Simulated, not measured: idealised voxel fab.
voxel self aligned contacts: a process module
The cross-section on display is named cut; it measures 225 nm wide, and its cells are 5 nm squares.
Cross-sections here: square-cell grids, written as top-down lists of bands, a band being one or more rows of cells. Read a band's entry like this: the first values are the height of its top and the height of its bottom in nm, and what follows is the sequence of materials from left to right, each with its width in nm. Note that "air" is empty space, and that a single material marked "everywhere" reaches across the band from edge to edge. Heights are measured from 0, the level below which the as-received wafer is all one material; the lowest band has no bottom and continues downward, written as in "top 0, no bottom". The expression "30 to 40" gives the width at the extremes of the band, the first number at its top row of cells and the second at its bottom row, with the width changing by equal amounts from each row to the next in between. For the purposes of this document, the phrase "everything unchanged" attached to a step denotes that no cell within the cross-section was modified by that step. The label "Tabulated closed voids" introduces a list of the empty spaces, 8 cells or larger, that have no open way up to the top; each entry in it reads width x height at distance, where the distance is taken from the left edge and all three are stated in nm. Step line, after settings: the simulator's comment on this step. overlay nm: for a step with a mask, the amount by which the mask lay right of where it was planned; a negative amount means left of it.

BELOW IS THE LIST OF PLANNED PROCESS STEPS
| 1 | RECEIVE: material Si |
| 2 | CONFORMAL_DEP: material SiO2, thk nm 5 |
| 3 | DIRECTIONAL_DEP: material polySi, thk nm 20 |
| 4 | DIRECTIONAL_DEP: material SiN, thk nm 20 |
| 5 | PATTERN: tone cover, mask id GATE, material resist, width nm 35, pitch nm 65, thk nm 15, overlay nm 0 |
| 6 | DIRECTIONAL_ETCH: etch materials SiN, depth nm 20 |
| 7 | DIRECTIONAL_ETCH: etch materials polySi, depth nm 20 |
| 8 | STRIP: etch materials resist |
| 9 | CONFORMAL_DEP: material SiN, thk nm 5 |
| 10 | DIRECTIONAL_ETCH: etch materials SiN, depth nm 5 |
| 11 | FILL_DEP: material SiO2, thk nm 15 |
| 12 | CMP: height nm 50 |
| 13 | PATTERN: tone open, mask id CONTACT, material resist, width nm 40, thk nm 15, overlay nm 0 |
| 14 | DIRECTIONAL_ETCH: etch materials SiO2, depth nm 50 |
| 15 | STRIP: etch materials resist |
| 16 | CONFORMAL_DEP: material TiN, thk nm 5 |
| 17 | FILL_DEP: material Ru, thk nm 10 |
| 18 | CMP: height nm 50 |
| 19 | CONFORMAL_DEP: material SiCN, thk nm 5 |

HERE'S WHAT THE WAFER LOOKED LIKE IN CROSS-SECTION WHEN IT ARRIVED - THAT'S AFTER STEP 1
  top 0, no bottom: Si everywhere
  Tabulated closed voids: none

FINAL CROSS-SECTION, MODULE RUN WITH ONE MISTAKE (START AND PLAN AS ABOVE)
  top 55, bottom 50: SiCN everywhere
  top 50, bottom 45: 90 SiO2, then 15 TiN, then 10 Ru, then 15 TiN, then 95 SiO2
  top 45, bottom 25: 55 SiO2, then 45 SiN, then 5 TiN, then 10 Ru, then 5 TiN, then 45 SiN, then 60 SiO2
  top 25, bottom 15: 55 SiO2, then 5 SiN, then 35 polySi, then 5 SiN, then 5 TiN, then 10 Ru, then 5 TiN, then 5 SiN, then 35 polySi, then 5 SiN, then 60 SiO2
  top 15, bottom 10: 55 SiO2, then 5 SiN, then 35 polySi, then 5 SiN, then 20 TiN, then 5 SiN, then 35 polySi, then 5 SiN, then 60 SiO2
  top 10, bottom 5: 60 SiN, then 35 polySi, then 30 SiN, then 35 polySi, then 65 SiN
  top 5, bottom 0: SiO2 everywhere
  top 0, no bottom: Si everywhere
  Tabulated closed voids: none
Which mistake was made when the wafer was run? steps 9 and 10 of the plan were run in the wrong order, each in the other's place
